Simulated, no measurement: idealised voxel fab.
Title: Process Module voxel gate over fins
250 nm wide, 5 nm square cells: that's cross-section cut.
Cross-section spec: square-cell grid; bands listed top down; each band is one or more rows.
The entry gives the band's vertical extent as a top height and a bottom height in nm, then its horizontal make-up as materials from left to right, each with a width in nm. "empty" stands for empty space; a single material marked "full width" fills the band edge to edge.
Measure heights from 0. That's the level where, below it, the as-received wafer is all one material. The lowest band is bottomless and extends downward; write it as in "top 0, no bottom".
Width: "30 to 40" (first number = top row, second number = bottom row, same change from row to row of cells).
Key: "remains unaltered" - step with no changed cell in the cross-section.
In the "Closed empty spaces" entry, you get each enclosed empty space of 8 cells or more, one with no open way to the top, written width x height at distance, distance from the left edge, in nm.
Where a step's line continues beyond its settings, the continuation is a remark by the simulator itself on that step.
Each step line may optionally specify "overlay nm", which for a step with a mask gives the rightward distance between the mask's planned place and where it lay, a negative value indicating the leftward direction.
-- Steps in the process plan
step 1: RECEIVE [material Si]
step 2: CONFORMAL_DEP [material SiN] [thk nm 10]
step 3: PATTERN [tone cover] [mask id FINS] [material resist] [width nm 15] [pitch nm 50] [thk nm 20] [overlay nm 0]
step 4: DIRECTIONAL_ETCH [etch materials SiN] [depth nm 10]
step 5: DIRECTIONAL_ETCH [etch materials Si] [depth nm 30]
step 6: STRIP [etch materials resist]
step 7: FILL_DEP [material SiO2] [thk nm 5]
step 8: CMP [height nm 10]
step 9: MASKED_ETCH [tone open] [mask id RAIL] [width nm 15] [etch materials SiO2] [depth nm 35] [overlay nm -15]
step 10: CONFORMAL_DEP [material TiN] [thk nm 5]
step 11: FILL_DEP [material W] [thk nm 10]
step 12: CMP [height nm 10]
step 13: SELECTIVE_ETCH [etch materials W Ru TiN] [depth nm 30]
step 14: FILL_DEP [material SiO2] [thk nm 5]
step 15: CMP [height nm 10]
step 16: SELECTIVE_ETCH [etch materials SiO2] [depth nm 25]
step 17: STRIP [etch materials SiN]
step 18: CONFORMAL_DEP [material HfO2] [thk nm 5]
step 19: CONFORMAL_DEP [material TiN] [thk nm 5]
step 20: CONFORMAL_DEP [material TiAl] [thk nm 5]
step 21: CONFORMAL_DEP [material TiN] [thk nm 5]
step 22: FILL_DEP [material W] [thk nm 15]
step 23: CMP [height nm 30]
step 24: CONFORMAL_DEP [material SiCN] [thk nm 5]
Variable across wafers: step 9 overlay nm (plan value is that of the first wafer; starting state common to all).
-- As-received state after step 1, first of several wafers, cross-section
top 0, no bottom = Si full width
Closed empty spaces: none
-- Module finished, last step 24 done: cross-section of the first of several wafers
top 35, bottom 30 = SiCN full width
top 30, bottom 20 = W full width
top 20, bottom 15 = 45 of W, 155 of TiN, 50 of W
top 15, bottom 10 = 45 of W, 5 of TiN, 45 of TiAl, 5 of TiN, 45 of TiAl, 5 of TiN, 45 of TiAl, 5 of TiN, 50 of W
top 10, bottom 5 = 45 of W, 5 of TiN, 5 of TiAl, 35 of TiN, 5 of TiAl, 5 of TiN, 5 of TiAl, 35 of TiN, 5 of TiAl, 5 of TiN, 5 of TiAl, 35 of TiN, 5 of TiAl, 5 of TiN, 50 of W
top 5, bottom 0 = 50 of TiN, 5 of TiAl, 5 of TiN, 25 of HfO2, 5 of TiN, 5 of TiAl, 5 of TiN, 5 of TiAl, 5 of TiN, 25 of HfO2, 5 of TiN, 5 of TiAl, 5 of TiN, 5 of TiAl, 5 of TiN, 25 of HfO2, 5 of TiN, 5 of TiAl, 55 of TiN
top 0, bottom -5 = 55 of TiAl, 5 of TiN, 5 of HfO2, 15 of Si, 5 of HfO2, 5 of TiN, 15 of TiAl, 5 of TiN, 5 of HfO2, 15 of Si, 5 of HfO2, 5 of TiN, 15 of TiAl, 5 of TiN, 5 of HfO2, 15 of Si, 5 of HfO2, 5 of TiN, 60 of TiAl
top -5, bottom -10 = 60 of TiN, 5 of HfO2, 15 of Si, 5 of HfO2, 25 of TiN, 5 of HfO2, 15 of Si, 5 of HfO2, 25 of TiN, 5 of HfO2, 15 of Si, 5 of HfO2, 65 of TiN
top -10, bottom -15 = 65 of HfO2, 15 of Si, 35 of HfO2, 15 of Si, 35 of HfO2, 15 of Si, 70 of HfO2
top -15, bottom -20 = 65 of SiO2, 15 of Si, 35 of SiO2, 15 of Si, 35 of SiO2, 15 of Si, 70 of SiO2
top -20, bottom -25 = 65 of SiO2, 15 of Si, 10 of TiN, 25 of SiO2, 15 of Si, 35 of SiO2, 15 of Si, 70 of SiO2
top -25, bottom -30 = 65 of SiO2, 15 of Si, 35 of SiO2, 15 of Si, 35 of SiO2, 15 of Si, 70 of SiO2
top -30, no bottom = Si full width
Closed empty spaces: none
-- Cross-section of the last wafer at end of module
top 35, bottom 30 = SiCN full width
top 30, bottom 20 = W full width
top 20, bottom 15 = 45 of W, 155 of TiN, 50 of W
top 15, bottom 10 = 45 of W, 5 of TiN, 45 of TiAl, 5 of TiN, 45 of TiAl, 5 of TiN, 45 of TiAl, 5 of TiN, 50 of W
top 10, bottom 5 = 45 of W, 5 of TiN, 5 of TiAl, 35 of TiN, 5 of TiAl, 5 of TiN, 5 of TiAl, 35 of TiN, 5 of TiAl, 5 of TiN, 5 of TiAl, 35 of TiN, 5 of TiAl, 5 of TiN, 50 of W
top 5, bottom 0 = 50 of TiN, 5 of TiAl, 5 of TiN, 25 of HfO2, 5 of TiN, 5 of TiAl, 5 of TiN, 5 of TiAl, 5 of TiN, 25 of HfO2, 5 of TiN, 5 of TiAl, 5 of TiN, 5 of TiAl, 5 of TiN, 25 of HfO2, 5 of TiN, 5 of TiAl, 55 of TiN
top 0, bottom -5 = 55 of TiAl, 5 of TiN, 5 of HfO2, 15 of Si, 5 of HfO2, 5 of TiN, 15 of TiAl, 5 of TiN, 5 of HfO2, 15 of Si, 5 of HfO2, 5 of TiN, 15 of TiAl, 5 of TiN, 5 of HfO2, 15 of Si, 5 of HfO2, 5 of TiN, 60 of TiAl
top -5, bottom -10 = 60 of TiN, 5 of HfO2, 15 of Si, 5 of HfO2, 25 of TiN, 5 of HfO2, 15 of Si, 5 of HfO2, 25 of TiN, 5 of HfO2, 15 of Si, 5 of HfO2, 65 of TiN
top -10, bottom -15 = 65 of HfO2, 15 of Si, 35 of HfO2, 15 of Si, 35 of HfO2, 15 of Si, 70 of HfO2
top -15, bottom -20 = 65 of SiO2, 15 of Si, 35 of SiO2, 15 of Si, 35 of SiO2, 15 of Si, 70 of SiO2
top -20, bottom -25 = 65 of SiO2, 15 of Si, 25 of SiO2, 10 of TiN, 15 of Si, 35 of SiO2, 15 of Si, 70 of SiO2
top -25, bottom -30 = 65 of SiO2, 15 of Si, 35 of SiO2, 15 of Si, 35 of SiO2, 15 of Si, 70 of SiO2
top -30, no bottom = Si full width
Closed empty spaces: none
-- Quick key for the table: a row per wafer, taken at the end of the module. For each material it tells you how many cells the wafer gained (+) or lost (-) since it came in, and the closed voids come after
overlay nm -15; +68 HfO2; -246 Si; +50 SiCN; +121 SiO2; +68 TiAl; +132 TiN; +157 W; Closed empty spaces: none
overlay nm -10; +68 HfO2; -246 Si; +50 SiCN; +120 SiO2; +68 TiAl; +133 TiN; +157 W; Closed empty spaces: none
overlay nm -5; +68 HfO2; -246 Si; +50 SiCN; +120 SiO2; +68 TiAl; +133 TiN; +157 W; Closed empty spaces: none
overlay nm 0; +68 HfO2; -246 Si; +50 SiCN; +120 SiO2; +68 TiAl; +133 TiN; +157 W; Closed empty spaces: none
overlay nm 5; +68 HfO2; -246 Si; +50 SiCN; +120 SiO2; +68 TiAl; +133 TiN; +157 W; Closed empty spaces: none
overlay nm 10; +68 HfO2; -246 Si; +50 SiCN; +120 SiO2; +68 TiAl; +133 TiN; +157 W; Closed empty spaces: none
overlay nm 15; +68 HfO2; -246 Si; +50 SiCN; +121 SiO2; +68 TiAl; +132 TiN; +157 W; Closed empty spaces: none
